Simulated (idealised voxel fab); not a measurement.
process module | voxel wiring stack
cross-section cut | 190 nm wide | cells 5 nm
A cross-section is a grid of square cells, given in bands from the top down. A band is one or more rows of cells.
Each band's line starts with the height of the band's top and of its bottom, in nm. Then come its materials from left to right, each with its width in nm. One material with "throughout" fills the band from edge to edge. "air" is empty space.
Height 0 is the level under which the wafer as received is all one material. The lowest band goes on downwards, as in "0 down".
A width such as "30 to 40" changes by the same amount from each row of cells to the next, from the band's top row to its bottom row.
"no change" after a step means that no cell of the cross-section changed.
closed voids: empty space of 8 cells or more with no open way to the top, each as width x height at its distance from the left edge, in nm
after a step's settings: what the simulator itself notes on the step
overlay nm, on a step with a mask: how far to the right of its planned place the mask lay; to the left if negative
plan
1 op RECEIVE | material Si
2 op CONFORMAL_DEP | material SiO2 | thk nm 10
3 op CONFORMAL_DEP | material SiCN | thk nm 5
4 op DIRECTIONAL_DEP | material lowk | thk nm 20
5 op DIRECTIONAL_DEP | material aC | thk nm 15
6 op PATTERN | tone open | mask id METAL_1 | material resist | width nm 25 | pitch nm 55 | thk nm 35 | overlay nm 0
7 op DIRECTIONAL_ETCH | etch materials aC | depth nm 15
8 op STRIP | etch materials resist
9 op DIRECTIONAL_ETCH | etch materials lowk | depth nm 20
10 op DIRECTIONAL_ETCH | etch materials SiCN | depth nm 5
11 op STRIP | etch materials aC
12 op CONFORMAL_DEP | material TiN | thk nm 5
13 op FILL_DEP | material Cu | thk nm 5
14 op CMP | height nm 35
15 op CONFORMAL_DEP | material SiCN | thk nm 5
16 op DIRECTIONAL_DEP | material lowk | thk nm 10
17 op DIRECTIONAL_DEP | material aC | thk nm 10
18 op PATTERN | tone open | mask id PLUG_1 | material resist | width nm 15 | thk nm 30 | overlay nm 0
19 op DIRECTIONAL_ETCH | etch materials aC | depth nm 10
20 op STRIP | etch materials resist
21 op DIRECTIONAL_ETCH | etch materials lowk | depth nm 10
22 op DIRECTIONAL_ETCH | etch materials SiCN | depth nm 5
23 op STRIP | etch materials aC
24 op EPI | material Ru | thk nm 10
25 op EPI | material Ru | thk nm 5
26 op DIRECTIONAL_DEP | material TiN | thk nm 5
27 op DIRECTIONAL_DEP | material Ru | thk nm 15
28 op DIRECTIONAL_DEP | material aC | thk nm 10
29 op PATTERN | tone cover | mask id METAL_2 | material resist | width nm 25 | pitch nm 55 | thk nm 30 | overlay nm 0
30 op DIRECTIONAL_ETCH | etch materials aC | depth nm 10
31 op STRIP | etch materials resist
32 op DIRECTIONAL_ETCH | etch materials Ru | depth nm 15
33 op DIRECTIONAL_ETCH | etch materials TiN | depth nm 5
34 op STRIP | etch materials aC
35 op CONFORMAL_DEP | material SiN | thk nm 5
36 op FILL_DEP | material SiO2 | thk nm 10
37 op CMP | height nm 70
38 op CONFORMAL_DEP | material SiCN | thk nm 5
39 op DIRECTIONAL_DEP | material lowk | thk nm 30
40 op DIRECTIONAL_DEP | material aC | thk nm 15
41 op PATTERN | tone open | mask id METAL_3 | material resist | width nm 25 | pitch nm 55 | thk nm 35 | overlay nm 0
42 op DIRECTIONAL_ETCH | etch materials aC | depth nm 15
43 op STRIP | etch materials resist
44 op DIRECTIONAL_ETCH | etch materials lowk | depth nm 20
45 op STRIP | etch materials aC
46 op PATTERN | tone open | mask id METAL_3_HOLES | material resist | width nm 15 | pitch nm 55 | thk nm 15 | overlay nm 0
47 op DIRECTIONAL_ETCH | etch materials lowk | depth nm 10
48 op DIRECTIONAL_ETCH | etch materials SiCN | depth nm 5
49 op STRIP | etch materials resist
50 op CONFORMAL_DEP | material TiN | thk nm 5
51 op FILL_DEP | material Ru | thk nm 5
52 op CMP | height nm 105
53 op CONFORMAL_DEP | material SiCN | thk nm 5
54 op DIRECTIONAL_DEP | material lowk | thk nm 25
55 op MASKED_ETCH | tone open | mask id METAL_4_HOLES | width nm 15 | pitch nm 55 | etch materials lowk | depth nm 25 | overlay nm 0
56 op DIRECTIONAL_DEP | material aC | thk nm 10
57 op PATTERN | tone open | mask id METAL_4 | material resist | width nm 25 | pitch nm 55 | thk nm 30 | overlay nm 0
58 op DIRECTIONAL_ETCH | etch materials aC | depth nm 10
59 op STRIP | etch materials resist
60 op DIRECTIONAL_ETCH | etch materials lowk | depth nm 15
61 op DIRECTIONAL_ETCH | etch materials SiCN | depth nm 5
62 op STRIP | etch materials aC
63 op CONFORMAL_DEP | material TiN | thk nm 5
64 op FILL_DEP | material Cu | thk nm 10
65 op CMP | height nm 135
66 op CONFORMAL_DEP | material SiCN | thk nm 5
as received, after step 1
  0 down: Si throughout
  closed voids: none
first wafer at the end, as planned
  140 to 135: SiCN throughout
  135 to 125: lowk 55 | TiN 5 | Cu 15 | TiN 5 | lowk 30 | TiN 5 | Cu 15 | TiN 5 | lowk 55
  125 to 120: lowk 55 | TiN 5 | Cu 5 | TiN 15 | lowk 30 | TiN 5 | Cu 5 | TiN 15 | lowk 55
  120 to 110: lowk 55 | TiN 5 | Cu 5 | TiN 5 | lowk 40 | TiN 5 | Cu 5 | TiN 5 | lowk 65
  110 to 105: SiCN 55 | TiN 15 | SiCN 40 | TiN 15 | SiCN 65
  105 to 90: lowk 55 | TiN 5 | Ru 15 | TiN 5 | lowk 30 | TiN 5 | Ru 15 | TiN 5 | lowk 55
  90 to 85: lowk 55 | TiN 5 | Ru 5 | TiN 15 | lowk 30 | TiN 5 | Ru 5 | TiN 15 | lowk 55
  85 to 75: lowk 55 | TiN 5 | Ru 5 | TiN 5 | lowk 40 | TiN 5 | Ru 5 | TiN 5 | lowk 65
  75 to 70: SiCN 55 | TiN 15 | SiCN 40 | TiN 15 | SiCN 65
  70 to 55: SiO2 50 | SiN 5 | Ru 25 | SiN 5 | SiO2 20 | SiN 5 | Ru 25 | SiN 5 | SiO2 50
  55 to 50: SiN 55 | TiN 25 | SiN 30 | TiN 25 | SiN 55
  50 to 40: lowk 55 | Ru 15 | lowk 120
  40 to 35: SiCN 55 | Ru 15 | SiCN 120
  35 to 15: lowk 55 | TiN 5 | Cu 15 | TiN 5 | lowk 30 | TiN 5 | Cu 15 | TiN 5 | lowk 55
  15 to 10: SiCN 55 | TiN 25 | SiCN 30 | TiN 25 | SiCN 55
  10 to 0: SiO2 throughout
  0 down: Si throughout
  closed voids: none
second wafer at the end: like start, like plan, one mistake
  140 to 135: SiCN throughout
  135 to 130: SiCN 55 | TiN 25 | SiCN 30 | TiN 25 | SiCN 55
  130 to 105: lowk throughout
  105 to 90: lowk 55 | TiN 5 | Ru 15 | TiN 5 | lowk 30 | TiN 5 | Ru 15 | TiN 5 | lowk 55
  90 to 85: lowk 55 | TiN 5 | Ru 5 | TiN 15 | lowk 30 | TiN 5 | Ru 5 | TiN 15 | lowk 55
  85 to 75: lowk 55 | TiN 5 | Ru 5 | TiN 5 | lowk 40 | TiN 5 | Ru 5 | TiN 5 | lowk 65
  75 to 70: SiCN 55 | TiN 15 | SiCN 40 | TiN 15 | SiCN 65
  70 to 55: SiO2 50 | SiN 5 | Ru 25 | SiN 5 | SiO2 20 | SiN 5 | Ru 25 | SiN 5 | SiO2 50
  55 to 50: SiN 55 | TiN 25 | SiN 30 | TiN 25 | SiN 55
  50 to 40: lowk 55 | Ru 15 | lowk 120
  40 to 35: SiCN 55 | Ru 15 | SiCN 120
  35 to 15: lowk 55 | TiN 5 | Cu 15 | TiN 5 | lowk 30 | TiN 5 | Cu 15 | TiN 5 | lowk 55
  15 to 10: SiCN 55 | TiN 25 | SiCN 30 | TiN 25 | SiCN 55
  10 to 0: SiO2 throughout
  0 down: Si throughout
  closed voids: none
what went wrong: steps 53 and 54 were swapped
at the end the second wafer has, in cells: 18 fewer of Cu | 4 fewer of SiCN | 20 fewer of TiN | 42 more of lowk
